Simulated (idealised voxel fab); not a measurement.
Process module name: voxel wiring stack
We display cut, a cross-section 195 nm in width whose square cells are each 5 nm.
When this document writes out a cross-section, it uses a grid of square cells and lists it as bands, beginning at the top and moving down, with a band standing for one or more rows of cells.
For a band, the entry starts with two heights in nm, that of the top and then that of the bottom, and carries on with the band's materials in order from left to right, each alongside its width in nm; the word "full width" beside a single material means it fills the band edge to edge, and "empty" means empty space.
Note: height 0 marks the level under which the wafer is uniformly one material as received. Lowest band unbounded below, written "0 -> down".
The two numbers in a width such as "30..40" mark its ends across the band: the first belongs to the top row of cells, the second to the bottom row, and from each row to the next the width moves by the same amount.
"all unchanged" means the step left every cell of the cross-section as it was.
This entry, "Completely enclosed voids", enumerates those empty regions of no fewer than 8 cells that possess no open connection to the top. Each region is reported in the form width x height at distance, the distance being taken from the left edge, with all three quantities expressed in nm.
Post-settings text on a step line: simulator's own remark regarding the step.
"overlay nm" answers the question of how far to the right of plan the mask lay on a step that has a mask, and when it is negative the answer is to the left.

[List of planned process steps]
1) RECEIVE, material Si
2) CONFORMAL_DEP, material SiO2, thk nm 15
3) CONFORMAL_DEP, material SiCN, thk nm 5
4) DIRECTIONAL_DEP, material lowk, thk nm 20
5) MASKED_ETCH, tone open, mask id METAL_1, width nm 25, pitch nm 40, etch materials lowk, depth nm 20, overlay nm 0
6) MASKED_ETCH, tone open, mask id METAL_1, width nm 25, pitch nm 40, etch materials SiCN, depth nm 5, overlay nm 0
7) CONFORMAL_DEP, material TiN, thk nm 5
8) FILL_DEP, material Cu, thk nm 10
9) CMP, height nm 40
10) EPI, material Ru, thk nm 5
11) FILL_DEP, material SiCN, thk nm 5
12) DIRECTIONAL_DEP, material lowk, thk nm 25
13) DIRECTIONAL_DEP, material aC, thk nm 15
14) PATTERN, tone open, mask id METAL_2, material resist, width nm 25, pitch nm 40, thk nm 35, overlay nm 0
15) DIRECTIONAL_ETCH, etch materials aC, depth nm 15
16) STRIP, etch materials resist
17) DIRECTIONAL_ETCH, etch materials lowk, depth nm 15
18) STRIP, etch materials aC
19) PATTERN, tone open, mask id METAL_2_HOLES, material resist, width nm 15, pitch nm 40, thk nm 20, overlay nm 0
20) DIRECTIONAL_ETCH, etch materials lowk, depth nm 10
21) DIRECTIONAL_ETCH, etch materials SiCN, depth nm 5
22) STRIP, etch materials resist
23) CONFORMAL_DEP, material TiN, thk nm 5
24) FILL_DEP, material Cu, thk nm 10
25) CMP, height nm 75
26) CONFORMAL_DEP, material SiCN, thk nm 5

[First of two wafers: run as planned]

[Here's what the wafer looked like in cross-section when it arrived - that's after step 1]
* 0 -> down: Si full width
* Completely enclosed voids: none

[Sectional view: wafer, after step 2]
* 15 -> 0: SiO2 full width
* Under the height 0 nothing was changed.

[Sectional view: wafer, after step 3]
* 20 -> 15: SiCN full width
* Under the height 15 nothing was changed.

[Sectional view: wafer, after step 4]
* 40 -> 20: lowk full width
* Under the height 20 nothing was changed.

[Sectional view: wafer, after step 5]
* 40 -> 20: 65 of lowk, 25 of empty, 15 of lowk, 25 of empty, 65 of lowk
* Under the height 20 nothing was changed.

[Sectional view: wafer, after step 6]
* 40 -> 20: 65 of lowk, 25 of empty, 15 of lowk, 25 of empty, 65 of lowk
* 20 -> 15: 65 of SiCN, 25 of empty, 15 of SiCN, 25 of empty, 65 of SiCN
* Under the height 15 nothing was changed.

[Sectional view: wafer, after step 7]
* 45 -> 40: 70 of TiN, 15 of empty, 25 of TiN, 15 of empty, 70 of TiN
* 40 -> 20: 65 of lowk, 5 of TiN, 15 of empty, 5 of TiN, 15 of lowk, 5 of TiN, 15 of empty, 5 of TiN, 65 of lowk
* 20 -> 15: 65 of SiCN, 25 of TiN, 15 of SiCN, 25 of TiN, 65 of SiCN
* Under the height 15 nothing was changed.

[Sectional view: wafer, after step 8]
* 55 -> 45: Cu full width
* 45 -> 40: 70 of TiN, 15 of Cu, 25 of TiN, 15 of Cu, 70 of TiN
* 40 -> 20: 65 of lowk, 5 of TiN, 15 of Cu, 5 of TiN, 15 of lowk, 5 of TiN, 15 of Cu, 5 of TiN, 65 of lowk
* Under the height 20 nothing was changed.

[Sectional view: wafer, after step 9]
* 40 -> 20: 65 of lowk, 5 of TiN, 15 of Cu, 5 of TiN, 15 of lowk, 5 of TiN, 15 of Cu, 5 of TiN, 65 of lowk
* Under the height 20 nothing was changed.

[Sectional view: wafer, after step 10]
* 45 -> 40: 60 of empty, 35 of Ru, 5 of empty, 35 of Ru, 60 of empty
* Under the height 40 nothing was changed.

[Sectional view: wafer, after step 11]
* 50 -> 45: SiCN full width
* 45 -> 40: 60 of SiCN, 35 of Ru, 5 of SiCN, 35 of Ru, 60 of SiCN
* Under the height 40 nothing was changed.

[Sectional view: wafer, after step 12]
* 75 -> 50: lowk full width
* Under the height 50 nothing was changed.

[Sectional view: wafer, after step 13]
* 90 -> 75: aC full width
* Under the height 75 nothing was changed.

[Sectional view: wafer, after step 14]
* 125 -> 90: 65 of resist, 25 of empty, 15 of resist, 25 of empty, 65 of resist
* Under the height 90 nothing was changed.

[Sectional view: wafer, after step 15]
* 110 -> 90: 65 of resist, 25 of empty, 15 of resist, 25 of empty, 65 of resist
* 90 -> 75: 65 of aC, 25 of empty, 15 of aC, 25 of empty, 65 of aC
* Under the height 75 nothing was changed.

[Sectional view: wafer, after step 16]
* 90 -> 75: 65 of aC, 25 of empty, 15 of aC, 25 of empty, 65 of aC
* Under the height 75 nothing was changed.

[Sectional view: wafer, after step 17]
* 90 -> 75: 65 of aC, 25 of empty, 15 of aC, 25 of empty, 65 of aC
* 75 -> 60: 65 of lowk, 25 of empty, 15 of lowk, 25 of empty, 65 of lowk
* Under the height 60 nothing was changed.

[Sectional view: wafer, after step 18]
* 75 -> 60: 65 of lowk, 25 of empty, 15 of lowk, 25 of empty, 65 of lowk
* Under the height 60 nothing was changed.

[Sectional view: wafer, after step 19]
* 95 -> 75: 65 of resist, 15 of empty, 25 of resist, 15 of empty, 75 of resist
* 75 -> 60: 65 of lowk, 15 of empty, 10 of resist, 15 of lowk, 15 of empty, 10 of resist, 65 of lowk
* Under the height 60 nothing was changed.

[Sectional view: wafer, after step 20]
* 95 -> 75: 65 of resist, 15 of empty, 25 of resist, 15 of empty, 75 of resist
* 75 -> 60: 65 of lowk, 15 of empty, 10 of resist, 15 of lowk, 15 of empty, 10 of resist, 65 of lowk
* 60 -> 50: 65 of lowk, 15 of empty, 25 of lowk, 15 of empty, 75 of lowk
* Under the height 50 nothing was changed.

[Sectional view: wafer, after step 21]
* 95 -> 75: 65 of resist, 15 of empty, 25 of resist, 15 of empty, 75 of resist
* 75 -> 60: 65 of lowk, 15 of empty, 10 of resist, 15 of lowk, 15 of empty, 10 of resist, 65 of lowk
* 60 -> 50: 65 of lowk, 15 of empty, 25 of lowk, 15 of empty, 75 of lowk
* 50 -> 45: 65 of SiCN, 15 of empty, 25 of SiCN, 15 of empty, 75 of SiCN
* Under the height 45 nothing was changed.

[Sectional view: wafer, after step 22]
* 75 -> 60: 65 of lowk, 25 of empty, 15 of lowk, 25 of empty, 65 of lowk
* Under the height 60 nothing was changed.

[Sectional view: wafer, after step 23]
* 80 -> 75: 70 of TiN, 15 of empty, 25 of TiN, 15 of empty, 70 of TiN
* 75 -> 65: 65 of lowk, 5 of TiN, 15 of empty, 5 of TiN, 15 of lowk, 5 of TiN, 15 of empty, 5 of TiN, 65 of lowk
* 65 -> 60: 65 of lowk, 5 of TiN, 5 of empty, 15 of TiN, 15 of lowk, 5 of TiN, 5 of empty, 15 of TiN, 65 of lowk
* 60 -> 50: 65 of lowk, 5 of TiN, 5 of empty, 5 of TiN, 25 of lowk, 5 of TiN, 5 of empty, 5 of TiN, 75 of lowk
* 50 -> 45: 65 of SiCN, 15 of TiN, 25 of SiCN, 15 of TiN, 75 of SiCN
* Under the height 45 nothing was changed.

[Sectional view: wafer, after step 24]
* 90 -> 80: Cu full width
* 80 -> 75: 70 of TiN, 15 of Cu, 25 of TiN, 15 of Cu, 70 of TiN
* 75 -> 65: 65 of lowk, 5 of TiN, 15 of Cu, 5 of TiN, 15 of lowk, 5 of TiN, 15 of Cu, 5 of TiN, 65 of lowk
* 65 -> 60: 65 of lowk, 5 of TiN, 5 of Cu, 15 of TiN, 15 of lowk, 5 of TiN, 5 of Cu, 15 of TiN, 65 of lowk
* 60 -> 50: 65 of lowk, 5 of TiN, 5 of Cu, 5 of TiN, 25 of lowk, 5 of TiN, 5 of Cu, 5 of TiN, 75 of lowk
* Under the height 50 nothing was changed.

[Sectional view: wafer, after step 25]
* 75 -> 65: 65 of lowk, 5 of TiN, 15 of Cu, 5 of TiN, 15 of lowk, 5 of TiN, 15 of Cu, 5 of TiN, 65 of lowk
* Under the height 65 nothing was changed.

[Sectional view: wafer, after step 26]
* 80 -> 75: SiCN full width
* Under the height 75 nothing was changed.

[The remaining wafer, second of the two, started like the first and was run to the same plan, except that one mistake was made along the way; the two coincide through step 1, inclusive]

[What the second wafer looks like in cross-section when step 2 should have wrapped up]
* 30 -> 0: SiO2 full width
* Under the height 0 nothing was changed.

[What the second wafer looks like in cross-section when step 3 should have wrapped up]
* 35 -> 30: SiCN full width
* Under the height 30 nothing was changed.

[What the second wafer looks like in cross-section when step 4 should have wrapped up]
* 55 -> 35: lowk full width
* Under the height 35 nothing was changed.

[What the second wafer looks like in cross-section when step 5 should have wrapped up]
* 55 -> 35: 65 of lowk, 25 of empty, 15 of lowk, 25 of empty, 65 of lowk
* Under the height 35 nothing was changed.

[What the second wafer looks like in cross-section when step 6 should have wrapped up]
* 55 -> 35: 65 of lowk, 25 of empty, 15 of lowk, 25 of empty, 65 of lowk
* 35 -> 30: 65 of SiCN, 25 of empty, 15 of SiCN, 25 of empty, 65 of SiCN
* Under the height 30 nothing was changed.

[What the second wafer looks like in cross-section when step 7 should have wrapped up]
* 60 -> 55: 70 of TiN, 15 of empty, 25 of TiN, 15 of empty, 70 of TiN
* 55 -> 35: 65 of lowk, 5 of TiN, 15 of empty, 5 of TiN, 15 of lowk, 5 of TiN, 15 of empty, 5 of TiN, 65 of lowk
* 35 -> 30: 65 of SiCN, 25 of TiN, 15 of SiCN, 25 of TiN, 65 of SiCN
* Under the height 30 nothing was changed.

[What the second wafer looks like in cross-section when step 8 should have wrapped up]
* 70 -> 60: Cu full width
* 60 -> 55: 70 of TiN, 15 of Cu, 25 of TiN, 15 of Cu, 70 of TiN
* 55 -> 35: 65 of lowk, 5 of TiN, 15 of Cu, 5 of TiN, 15 of lowk, 5 of TiN, 15 of Cu, 5 of TiN, 65 of lowk
* Under the height 35 nothing was changed.

[What the second wafer looks like in cross-section when step 9 should have wrapped up]
* 40 -> 35: 65 of lowk, 5 of TiN, 15 of Cu, 5 of TiN, 15 of lowk, 5 of TiN, 15 of Cu, 5 of TiN, 65 of lowk
* Under the height 35 nothing was changed.

[What the second wafer looks like in cross-section when step 10 should have wrapped up]
* 45 -> 40: 60 of empty, 35 of Ru, 5 of empty, 35 of Ru, 60 of empty
* Under the height 40 nothing was changed.

[What the second wafer looks like in cross-section when step 11 should have wrapped up]
* 50 -> 45: SiCN full width
* 45 -> 40: 60 of SiCN, 35 of Ru, 5 of SiCN, 35 of Ru, 60 of SiCN
* Under the height 40 nothing was changed.

[What the second wafer looks like in cross-section when step 12 should have wrapped up]
* 75 -> 50: lowk full width
* Under the height 50 nothing was changed.

[What the second wafer looks like in cross-section when step 13 should have wrapped up]
* 90 -> 75: aC full width
* Under the height 75 nothing was changed.

[What the second wafer looks like in cross-section when step 14 should have wrapped up]
* 125 -> 90: 65 of resist, 25 of empty, 15 of resist, 25 of empty, 65 of resist
* Under the height 90 nothing was changed.

[What the second wafer looks like in cross-section when step 15 should have wrapped up]
* 110 -> 90: 65 of resist, 25 of empty, 15 of resist, 25 of empty, 65 of resist
* 90 -> 75: 65 of aC, 25 of empty, 15 of aC, 25 of empty, 65 of aC
* Under the height 75 nothing was changed.

[What the second wafer looks like in cross-section when step 16 should have wrapped up]
* 90 -> 75: 65 of aC, 25 of empty, 15 of aC, 25 of empty, 65 of aC
* Under the height 75 nothing was changed.

[What the second wafer looks like in cross-section when step 17 should have wrapped up]
* 90 -> 75: 65 of aC, 25 of empty, 15 of aC, 25 of empty, 65 of aC
* 75 -> 60: 65 of lowk, 25 of empty, 15 of lowk, 25 of empty, 65 of lowk
* Under the height 60 nothing was changed.

[What the second wafer looks like in cross-section when step 18 should have wrapped up]
* 75 -> 60: 65 of lowk, 25 of empty, 15 of lowk, 25 of empty, 65 of lowk
* Under the height 60 nothing was changed.

[What the second wafer looks like in cross-section when step 19 should have wrapped up]
* 95 -> 75: 65 of resist, 15 of empty, 25 of resist, 15 of empty, 75 of resist
* 75 -> 60: 65 of lowk, 15 of empty, 10 of resist, 15 of lowk, 15 of empty, 10 of resist, 65 of lowk
* Under the height 60 nothing was changed.

[What the second wafer looks like in cross-section when step 20 should have wrapped up]
* 95 -> 75: 65 of resist, 15 of empty, 25 of resist, 15 of empty, 75 of resist
* 75 -> 60: 65 of lowk, 15 of empty, 10 of resist, 15 of lowk, 15 of empty, 10 of resist, 65 of lowk
* 60 -> 50: 65 of lowk, 15 of empty, 25 of lowk, 15 of empty, 75 of lowk
* Under the height 50 nothing was changed.

[What the second wafer looks like in cross-section when step 21 should have wrapped up]
* 95 -> 75: 65 of resist, 15 of empty, 25 of resist, 15 of empty, 75 of resist
* 75 -> 60: 65 of lowk, 15 of empty, 10 of resist, 15 of lowk, 15 of empty, 10 of resist, 65 of lowk
* 60 -> 50: 65 of lowk, 15 of empty, 25 of lowk, 15 of empty, 75 of lowk
* 50 -> 45: 65 of SiCN, 15 of empty, 25 of SiCN, 15 of empty, 75 of SiCN
* Under the height 45 nothing was changed.

[What the second wafer looks like in cross-section when step 22 should have wrapped up]
* 75 -> 60: 65 of lowk, 25 of empty, 15 of lowk, 25 of empty, 65 of lowk
* Under the height 60 nothing was changed.

[What the second wafer looks like in cross-section when step 23 should have wrapped up]
* 80 -> 75: 70 of TiN, 15 of empty, 25 of TiN, 15 of empty, 70 of TiN
* 75 -> 65: 65 of lowk, 5 of TiN, 15 of empty, 5 of TiN, 15 of lowk, 5 of TiN, 15 of empty, 5 of TiN, 65 of lowk
* 65 -> 60: 65 of lowk, 5 of TiN, 5 of empty, 15 of TiN, 15 of lowk, 5 of TiN, 5 of empty, 15 of TiN, 65 of lowk
* 60 -> 50: 65 of lowk, 5 of TiN, 5 of empty, 5 of TiN, 25 of lowk, 5 of TiN, 5 of empty, 5 of TiN, 75 of lowk
* 50 -> 45: 65 of SiCN, 15 of TiN, 25 of SiCN, 15 of TiN, 75 of SiCN
* Under the height 45 nothing was changed.

[What the second wafer looks like in cross-section when step 24 should have wrapped up]
* 90 -> 80: Cu full width
* 80 -> 75: 70 of TiN, 15 of Cu, 25 of TiN, 15 of Cu, 70 of TiN
* 75 -> 65: 65 of lowk, 5 of TiN, 15 of Cu, 5 of TiN, 15 of lowk, 5 of TiN, 15 of Cu, 5 of TiN, 65 of lowk
* 65 -> 60: 65 of lowk, 5 of TiN, 5 of Cu, 15 of TiN, 15 of lowk, 5 of TiN, 5 of Cu, 15 of TiN, 65 of lowk
* 60 -> 50: 65 of lowk, 5 of TiN, 5 of Cu, 5 of TiN, 25 of lowk, 5 of TiN, 5 of Cu, 5 of TiN, 75 of lowk
* Under the height 50 nothing was changed.

[What the second wafer looks like in cross-section when step 25 should have wrapped up]
* 75 -> 65: 65 of lowk, 5 of TiN, 15 of Cu, 5 of TiN, 15 of lowk, 5 of TiN, 15 of Cu, 5 of TiN, 65 of lowk
* Under the height 65 nothing was changed.

[What the second wafer looks like in cross-section when step 26 should have wrapped up]
* 80 -> 75: SiCN full width
* Under the height 75 nothing was changed.
Nonconformance to the process plan: yeah, plan step 2 got run twice
Upon completion, the second wafer contains, in terms of cells, a greater or smaller amount of certain materials than the first wafer: Cu: 18 fewer; SiO2: 117 more; TiN: 12 fewer; lowk: 87 fewer
